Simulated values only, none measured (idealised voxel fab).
Process module, titled voxel released beams
cross-section cut | 250 nm wide | cells 5 nm
Reading order for cross-sections: top band down to bottom band. Underlying form: a grid of square cells. Band size: one or more rows of cells.
Read a band's entry like this: the first values are the height of its top and the height of its bottom in nm, and what follows is the sequence of materials from left to right, each with its width in nm. Note that "empty" is empty space, and that a single material marked "throughout" reaches across the band from edge to edge.
A quick word on heights: they are counted from 0, and under that level the wafer as it came to us is one material throughout. The lowest band is different from the rest in having no bottom; it simply continues downward, written as in "0 and below".
Width spec "30->40" -> top row of cells at first value, bottom row at second value, equal per-row change in between.
You'll sometimes find "identical to before" written for a step, and that's the way of saying that nowhere in the cross-section did a cell change during that step.
Empty spaces counting at least 8 cells and having no open way to the top are listed in "Voids, enclosed". The notation width x height at distance is used for each, the distance being from the left edge and all three values in nm.
The remark found on a step's line after its settings is issued by the simulator itself and pertains to that step.
overlay nm: for a step with a mask, the amount by which the mask lay right of where it was planned; a negative amount means left of it.

## Here's what the planned process steps look like
1. RECEIVE with material Si
2. CONFORMAL_DEP with material Al2O3, thk nm 5
3. DIRECTIONAL_DEP with material SiO2, thk nm 10
4. PATTERN with tone open, mask id ANCHOR, material resist, width nm 30, thk nm 15, overlay nm 0
5. DIRECTIONAL_ETCH with etch materials SiO2, depth nm 10
6. STRIP with etch materials resist
7. CONFORMAL_DEP with material SiN, thk nm 10
8. PATTERN with tone cover, mask id BEAM, material resist, width nm 100, thk nm 15, overlay nm 0
9. DIRECTIONAL_ETCH with etch materials SiN, depth nm 10
10. STRIP with etch materials resist
11. STRIP with etch materials SiO2

## Cross-section of the incoming wafer, state after step 1
    0 and below  Si throughout
    Voids, enclosed: none

## Cross-section, first of two wafers, end of module, run as planned
    25 down to 15  empty=70 / SiN=15 / empty=10 / SiN=75 / empty=80
    15 down to 5  empty=75 / SiN=30 / empty=145
    5 down to 0  Al2O3 throughout
    0 and below  Si throughout
    Voids, enclosed: none

## This is the second of the two wafers, cross-sectioned at the end of the module; it started exactly like the first and was given the same plan, but it was run with one mistake
    25 down to 15  empty=75 / SiN=10 / empty=10 / SiN=70 / empty=85
    15 down to 5  empty=75 / SiN=30 / empty=145
    5 down to 0  Al2O3 throughout
    0 and below  Si throughout
    Voids, enclosed: none
Here's what went sideways: step 8 off recipe, ran as PATTERN with tone cover, mask id BEAM, material resist, width nm 90, thk nm 15, overlay nm 0
End check, counted in cells, second wafer has more or fewer of these materials than the first: SiN -4
